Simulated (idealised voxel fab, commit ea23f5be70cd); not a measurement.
process module | voxel capacitor over wiring
cross-section cut | 245 nm wide | cells 5 nm
A cross-section is a grid of square cells, given in bands from the top down. A band is one or more rows of cells.
Each band's line starts with the height of the band's top and of its bottom, in nm. Then come its materials from left to right, each with its width in nm. One material with "throughout" fills the band from edge to edge. "air" is empty space.
Height 0 is the level under which the wafer as received is all one material. The lowest band goes on downwards, as in "0 down".
A width such as "30 to 40" changes by the same amount from each row of cells to the next, from the band's top row to its bottom row.
"no change" after a step means that no cell of the cross-section changed.
closed voids: empty space of 8 cells or more with no open way to the top, each as width x height at its distance from the left edge, in nm
after a step's settings: what the simulator itself notes on the step
overlay nm, on a step with a mask: how far to the right of its planned place the mask lay; to the left if negative
plan
1 op RECEIVE | material Si
2 op CONFORMAL_DEP | material SiO2 | thk nm 10
3 op DIRECTIONAL_DEP | material TiN | thk nm 5
4 op DIRECTIONAL_DEP | material Ru | thk nm 15
5 op PATTERN | tone cover | mask id METAL_1 | material resist | width nm 20 | pitch nm 85 | thk nm 20 | overlay nm 0
6 op DIRECTIONAL_ETCH | etch materials Ru | depth nm 15
7 op DIRECTIONAL_ETCH | etch materials TiN | depth nm 5
8 op STRIP | etch materials resist
9 op CONFORMAL_DEP | material SiN | thk nm 5
10 op FILL_DEP | material SiO2 | thk nm 10
11 op CMP | height nm 30
12 op CONFORMAL_DEP | material SiCN | thk nm 5
13 op DIRECTIONAL_DEP | material SiO2 | thk nm 15
14 op DIRECTIONAL_DEP | material aC | thk nm 10
15 op PATTERN | tone open | mask id PLUG_1 | material resist | width nm 15 | thk nm 25 | overlay nm 0
16 op DIRECTIONAL_ETCH | etch materials aC | depth nm 10
17 op STRIP | etch materials resist
18 op DIRECTIONAL_ETCH | etch materials SiO2 | depth nm 15
19 op DIRECTIONAL_ETCH | etch materials SiCN | depth nm 5
20 op STRIP | etch materials aC
21 op EPI | material Ru | thk nm 10
22 op EPI | material Ru | thk nm 10
23 op DIRECTIONAL_DEP | material TiN | thk nm 10
24 op DIRECTIONAL_DEP | material SiN | thk nm 5
25 op DIRECTIONAL_DEP | material TiN | thk nm 10
26 op PATTERN | tone cover | mask id UPPER_PLATE | material resist | width nm 70 | thk nm 15 | overlay nm 0
27 op DIRECTIONAL_ETCH | etch materials TiN | depth nm 10
28 op DIRECTIONAL_ETCH | etch materials SiN | depth nm 5
29 op STRIP | etch materials resist
30 op PATTERN | tone cover | mask id LOWER_PLATE | material resist | width nm 80 | thk nm 15 | overlay nm 0
31 op DIRECTIONAL_ETCH | etch materials TiN | depth nm 10
32 op STRIP | etch materials resist
33 op FILL_DEP | material SiO2 | thk nm 20
34 op CMP | height nm 90
35 op PATTERN | tone open | mask id PLUG_2 | material resist | width nm 15 | thk nm 15 | overlay nm 0
36 op DIRECTIONAL_ETCH | etch materials SiO2 | depth nm 15
37 op STRIP | etch materials resist
38 op CONFORMAL_DEP | material TiN | thk nm 5
39 op FILL_DEP | material W | thk nm 10
40 op CMP | height nm 90
41 op CONFORMAL_DEP | material SiN | thk nm 5
as received, after step 1
  0 down: Si throughout
  closed voids: none
first wafer at the end, as planned
  95 to 90: SiN throughout
  90 to 80: SiO2 85 | TiN 5 | W 5 | TiN 5 | SiO2 145
  80 to 75: SiO2 85 | TiN 15 | SiO2 145
  75 to 65: SiO2 75 | TiN 70 | SiO2 100
  65 to 60: SiO2 75 | SiN 70 | SiO2 100
  60 to 50: SiO2 70 | TiN 80 | SiO2 95
  50 to 35: SiO2 75 | Ru 15 | SiO2 155
  35 to 30: SiCN 75 | Ru 15 | SiCN 155
  30 to 15: SiO2 65 | SiN 5 | Ru 20 | SiN 5 | SiO2 55 | SiN 5 | Ru 20 | SiN 5 | SiO2 65
  15 to 10: SiN 70 | TiN 20 | SiN 65 | TiN 20 | SiN 70
  10 to 0: SiO2 throughout
  0 down: Si throughout
  closed voids: none
second wafer at the end: like start, like plan, one mistake
  95 to 90: SiN throughout
  90 to 85: SiO2 85 | TiN 15 | SiO2 145
  85 to 75: SiO2 75 | TiN 25 | SiO2 145
  75 to 70: SiO2 75 | SiN 25 | TiN 45 | SiO2 100
  70 to 65: SiO2 70 | TiN 75 | SiO2 100
  65 to 60: SiO2 70 | TiN 30 | SiN 45 | SiO2 100
  60 to 50: SiO2 65 | Ru 35 | TiN 50 | SiO2 95
  50 to 35: SiO2 75 | Ru 15 | SiO2 155
  35 to 30: SiCN 75 | Ru 15 | SiCN 155
  30 to 15: SiO2 65 | SiN 5 | Ru 20 | SiN 5 | SiO2 55 | SiN 5 | Ru 20 | SiN 5 | SiO2 65
  15 to 10: SiN 70 | TiN 20 | SiN 65 | TiN 20 | SiN 70
  10 to 0: SiO2 throughout
  0 down: Si throughout
  closed voids: none
what went wrong: one of the steps 21 and 22, which are alike, was run twice
at the end the second wafer has, in cells: 14 more of Ru | 8 fewer of SiO2 | 4 fewer of TiN | 2 fewer of W
